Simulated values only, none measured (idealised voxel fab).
This is a process module. Its name is voxel transistor to metal.
Displayed cross-section: cut, width of 160 nm, square cells sized 5 nm.
Heads up, the way a cross-section reads in here is a grid of square cells, handed over as bands from the top down, with every band being one or more rows of cells.
This entry defines a band. It first specifies the height of the band's top and the height of its bottom in nm, and then specifies the band's materials from left to right, stating each material with its width in nm. The word "full width" identifies a single material that fills the band from edge to edge, while the word "blank" identifies empty space.
Counting heights begins at 0, where everything beneath is, in the wafer as received, one material. The lowest band has no bottom; it goes on downwards, as "0 nm and below" shows.
Width: "30..40" (first number = top row, second number = bottom row, same change from row to row of cells).
Where a step carries "no change", the cross-section came out of it unchanged, cell for cell.
Any empty space of 8 cells or more lacking an open way to the top shows up in "Closed void list" as width x height at distance, distance from the left edge, in nm.
On a step's line, text after the settings is the simulator commenting on that step.
For masked steps, "overlay nm" on the step line gives how far right of plan the mask actually lay; a minus sign means it lay to the left.
[Below is the list of planned process steps]
1: op RECEIVE | material Si
2: op OXIDIZE | depth nm 5
3: op CONFORMAL_DEP | material SiN | thk nm 10
4: op MASKED_ETCH | tone cover | mask id ACTIVE | width nm 100 | etch materials SiN | depth nm 10 | overlay nm 0
5: op MASKED_ETCH | tone cover | mask id ACTIVE | width nm 100 | etch materials SiO2 | depth nm 5 | overlay nm 0
6: op MASKED_ETCH | tone cover | mask id ACTIVE | width nm 100 | etch materials Si | depth nm 30 | overlay nm 0
7: op FILL_DEP | material SiO2 | thk nm 5
8: op CMP | height nm 10
9: op SELECTIVE_ETCH | etch materials SiO2 | depth nm 5
10: op STRIP | etch materials SiN
11: op SELECTIVE_ETCH | etch materials SiO2 | depth nm 5
12: op OXIDIZE | depth nm 5
13: op DIRECTIONAL_DEP | material polySi | thk nm 30
14: op DIRECTIONAL_DEP | material SiCN | thk nm 15
15: op DIRECTIONAL_DEP | material aC | thk nm 10
16: op PATTERN | tone cover | mask id GATE | material resist | width nm 20 | thk nm 30 | overlay nm 0
17: op DIRECTIONAL_ETCH | etch materials aC | depth nm 10
18: op STRIP | etch materials resist
19: op DIRECTIONAL_ETCH | etch materials SiCN | depth nm 25
20: op DIRECTIONAL_ETCH | etch materials polySi | depth nm 40
21: op STRIP | etch materials aC
22: op CONFORMAL_DEP | material SiO2 | thk nm 5
23: op DIRECTIONAL_ETCH | etch materials SiO2 | depth nm 5
24: op CONFORMAL_DEP | material SiN | thk nm 10
25: op DIRECTIONAL_ETCH | etch materials SiN | depth nm 10
26: op DIRECTIONAL_ETCH | etch materials SiO2 | depth nm 5
27: op DIRECTIONAL_ETCH | etch materials Si | depth nm 15
28: op EPI | material SiGe | thk nm 15
29: op FILL_DEP | material SiO2 | thk nm 5
30: op CMP | height nm 40
31: op DIRECTIONAL_DEP | material SiO2 | thk nm 15
32: op DIRECTIONAL_DEP | material aC | thk nm 10
33: op PATTERN | tone open | mask id CONTACT | material resist | width nm 25 | pitch nm 55 | thk nm 30 | overlay nm 0
34: op DIRECTIONAL_ETCH | etch materials aC | depth nm 10
35: op STRIP | etch materials resist
36: op DIRECTIONAL_ETCH | etch materials SiO2 | depth nm 50
37: op STRIP | etch materials aC
38: op CONFORMAL_DEP | material TiN | thk nm 5
39: op FILL_DEP | material Ru | thk nm 5
40: op CMP | height nm 55
41: op DIRECTIONAL_DEP | material TiN | thk nm 5
42: op DIRECTIONAL_DEP | material W | thk nm 25
43: op PATTERN | tone cover | mask id METAL_1 | material resist | width nm 15 | pitch nm 65 | thk nm 15 | overlay nm 0
44: op DIRECTIONAL_ETCH | etch materials W | depth nm 25
45: op DIRECTIONAL_ETCH | etch materials TiN | depth nm 5
46: op STRIP | etch materials resist
47: op FILL_DEP | material lowk | thk nm 5
48: op CMP | height nm 85
49: op CONFORMAL_DEP | material SiCN | thk nm 5
[Wafer at receipt (post step 1), cross-section]
- 0 nm and below | Si full width
- Closed void list: none
[Here's the cross-section of the first of our two wafers at the end of the module - it ran as planned]
- 90 nm to 85 nm | SiCN full width
- 85 nm to 60 nm | lowk 40 nm, W 15 nm, lowk 50 nm, W 15 nm, lowk 40 nm
- 60 nm to 55 nm | lowk 40 nm, TiN 15 nm, lowk 50 nm, TiN 15 nm, lowk 40 nm
- 55 nm to 45 nm | SiO2 40 nm, TiN 5 nm, Ru 15 nm, TiN 5 nm, SiO2 30 nm, TiN 5 nm, Ru 15 nm, TiN 5 nm, SiO2 40 nm
- 45 nm to 40 nm | SiO2 40 nm, TiN 5 nm, Ru 5 nm, TiN 15 nm, SiO2 30 nm, TiN 15 nm, Ru 5 nm, TiN 5 nm, SiO2 40 nm
- 40 nm to 25 nm | SiO2 40 nm, TiN 5 nm, Ru 5 nm, TiN 5 nm, SiN 10 nm, SiO2 5 nm, SiCN 20 nm, SiO2 5 nm, SiN 10 nm, TiN 5 nm, Ru 5 nm, TiN 5 nm, SiO2 40 nm
- 25 nm to 10 nm | SiO2 40 nm, TiN 5 nm, Ru 5 nm, TiN 5 nm, SiN 10 nm, SiO2 5 nm, polySi 20 nm, SiO2 5 nm, SiN 10 nm, TiN 5 nm, Ru 5 nm, TiN 5 nm, SiO2 40 nm
- 10 nm to 5 nm | SiO2 40 nm, TiN 15 nm, SiN 10 nm, SiO2 5 nm, polySi 20 nm, SiO2 5 nm, SiN 10 nm, TiN 15 nm, SiO2 40 nm
- 5 nm to 0 nm | SiO2 35 nm, SiGe 20 nm, SiN 10 nm, SiO2 5 nm, polySi 20 nm, SiO2 5 nm, SiN 10 nm, SiGe 20 nm, SiO2 35 nm
- 0 nm to -5 nm | SiO2 30 nm, SiN 10 nm, SiGe 15 nm, SiN 10 nm, SiO2 5 nm, polySi 20 nm, SiO2 5 nm, SiN 10 nm, SiGe 15 nm, SiN 10 nm, SiO2 30 nm
- -5 nm to -10 nm | SiO2 40 nm, SiGe 15 nm, SiO2 50 nm, SiGe 15 nm, SiO2 40 nm
- -10 nm to -25 nm | SiO2 30 nm, Si 10 nm, SiGe 15 nm, Si 50 nm, SiGe 15 nm, Si 10 nm, SiO2 30 nm
- -25 nm to -35 nm | SiO2 30 nm, Si 100 nm, SiO2 30 nm
- -35 nm and below | Si full width
- Closed void list: none
[Cross-sectional view: second of two wafers, end of module; start and plan identical to the first, one mistake in running]
- 90 nm to 85 nm | SiCN full width
- 85 nm to 60 nm | lowk 40 nm, W 15 nm, lowk 50 nm, W 15 nm, lowk 40 nm
- 60 nm to 55 nm | lowk 40 nm, TiN 15 nm, lowk 50 nm, TiN 15 nm, lowk 40 nm
- 55 nm to 45 nm | SiO2 40 nm, TiN 5 nm, Ru 15 nm, TiN 5 nm, SiO2 30 nm, TiN 5 nm, Ru 15 nm, TiN 5 nm, SiO2 40 nm
- 45 nm to 40 nm | SiO2 40 nm, TiN 5 nm, Ru 5 nm, TiN 15 nm, SiO2 30 nm, TiN 15 nm, Ru 5 nm, TiN 5 nm, SiO2 40 nm
- 40 nm to 25 nm | SiO2 40 nm, TiN 5 nm, Ru 5 nm, TiN 5 nm, SiN 10 nm, SiO2 5 nm, SiCN 20 nm, SiO2 5 nm, SiN 10 nm, TiN 5 nm, Ru 5 nm, TiN 5 nm, SiO2 40 nm
- 25 nm to 10 nm | SiO2 40 nm, TiN 5 nm, Ru 5 nm, TiN 5 nm, SiN 10 nm, SiO2 5 nm, polySi 20 nm, SiO2 5 nm, SiN 10 nm, TiN 5 nm, Ru 5 nm, TiN 5 nm, SiO2 40 nm
- 10 nm to 5 nm | SiO2 40 nm, TiN 15 nm, SiN 10 nm, SiO2 5 nm, polySi 20 nm, SiO2 5 nm, SiN 10 nm, TiN 15 nm, SiO2 40 nm
- 5 nm to 0 nm | SiO2 40 nm, SiGe 15 nm, SiN 10 nm, SiO2 5 nm, polySi 20 nm, SiO2 5 nm, SiN 10 nm, SiGe 25 nm, SiO2 30 nm
- 0 nm to -5 nm | SiO2 35 nm, SiN 10 nm, SiGe 10 nm, SiN 10 nm, SiO2 5 nm, polySi 20 nm, SiO2 5 nm, SiN 10 nm, SiGe 20 nm, SiN 10 nm, SiO2 25 nm
- -5 nm to -10 nm | SiO2 45 nm, SiGe 10 nm, SiO2 50 nm, SiGe 20 nm, SiO2 35 nm
- -10 nm to -25 nm | SiO2 30 nm, Si 15 nm, SiGe 10 nm, Si 50 nm, SiGe 20 nm, Si 10 nm, SiO2 25 nm
- -25 nm to -35 nm | SiO2 30 nm, Si 105 nm, SiO2 25 nm
- -35 nm and below | Si full width
- Closed void list: none
In executing the process, a mistake was made relative to the plan: for step 4, the planned setting was not used; the step was instead run as op MASKED_ETCH | tone cover | mask id ACTIVE | width nm 100 | etch materials SiN | depth nm 10 | overlay nm 5
at the end the second wafer has, in cells: 5 more of Si | 5 fewer of SiO2
